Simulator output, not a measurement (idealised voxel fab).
This section sets out a process module, namely voxel spacer lines.
Each square cell in cross-section cut measures 5 nm, and the section as a whole is 235 nm wide.
This document writes a cross-section as a grid whose cells are square, and gives it as bands, listed from the top down; one or more rows of cells form a band. Top, bottom (nm), then materials left to right with widths (nm); lone material tagged "throughout" fills the whole band edge to edge; "blank" = empty space. Heights are measured from 0, the level below which the as-received wafer is all one material; the lowest band has no bottom and continues downward, written as in "0 down". Width: "30->40" (first number = top row, second number = bottom row, same change from row to row of cells). For the purposes of this document, the phrase "no change" attached to a step denotes that no cell within the cross-section was modified by that step. Each empty space that has no open way to the top and spans at least 8 cells appears under "Entrapped void list" as width x height at distance, the distance counted from the left edge, all in nm. What comes after the settings on a step's line is commentary from the simulator itself on that step. The optional step-line setting "overlay nm" applies to steps with a mask and quantifies how far to the right of its planned location the mask lay, a negative value indicating leftward placement.
**Planned step list for the process**
step 1: RECEIVE | material Si
step 2: CONFORMAL_DEP | material SiO2 | thk nm 5
step 3: DIRECTIONAL_DEP | material TiN | thk nm 20
step 4: DIRECTIONAL_DEP | material aC | thk nm 20
step 5: PATTERN | tone cover | mask id MANDREL | material resist | width nm 15 | pitch nm 60 | thk nm 25 | overlay nm 0
step 6: DIRECTIONAL_ETCH | etch materials aC | depth nm 20
step 7: STRIP | etch materials resist
step 8: CONFORMAL_DEP | material SiN | thk nm 15
step 9: DIRECTIONAL_ETCH | etch materials SiN | depth nm 15
step 10: STRIP | etch materials aC
step 11: DIRECTIONAL_ETCH | etch materials TiN | depth nm 20
step 12: STRIP | etch materials SiN
step 13: FILL_DEP | material SiO2 | thk nm 5
step 14: CMP | height nm 25
**Delivered wafer in cross-section: state after step 1**
> 0 down = Si throughout
> Entrapped void list: none
**Cross-section, first of two wafers, end of module, run as planned**
> 25 to 5 = SiO2 65 nm / TiN 15 nm / SiO2 15 nm / TiN 15 nm / SiO2 15 nm / TiN 15 nm / SiO2 15 nm / TiN 15 nm / SiO2 65 nm
> 5 to 0 = SiO2 throughout
> 0 down = Si throughout
> Entrapped void list: none
**Cross-sectional image of the second wafer of the two following completion of the module. Starting state and process plan were the same as for the first wafer; one execution error occurred**
> 25 to 5 = SiO2 55 nm / TiN 15 nm / SiO2 15 nm / TiN 15 nm / SiO2 15 nm / TiN 15 nm / SiO2 15 nm / TiN 15 nm / SiO2 75 nm
> 5 to 0 = SiO2 throughout
> 0 down = Si throughout
> Entrapped void list: none
Processing error: for step 5, the planned setting was not used; the step was instead run as PATTERN | tone cover | mask id MANDREL | material resist | width nm 15 | pitch nm 60 | thk nm 25 | overlay nm -10
When the process is done, the second wafer contains the same cell count of every material as the first wafer, but distributed over other locations.
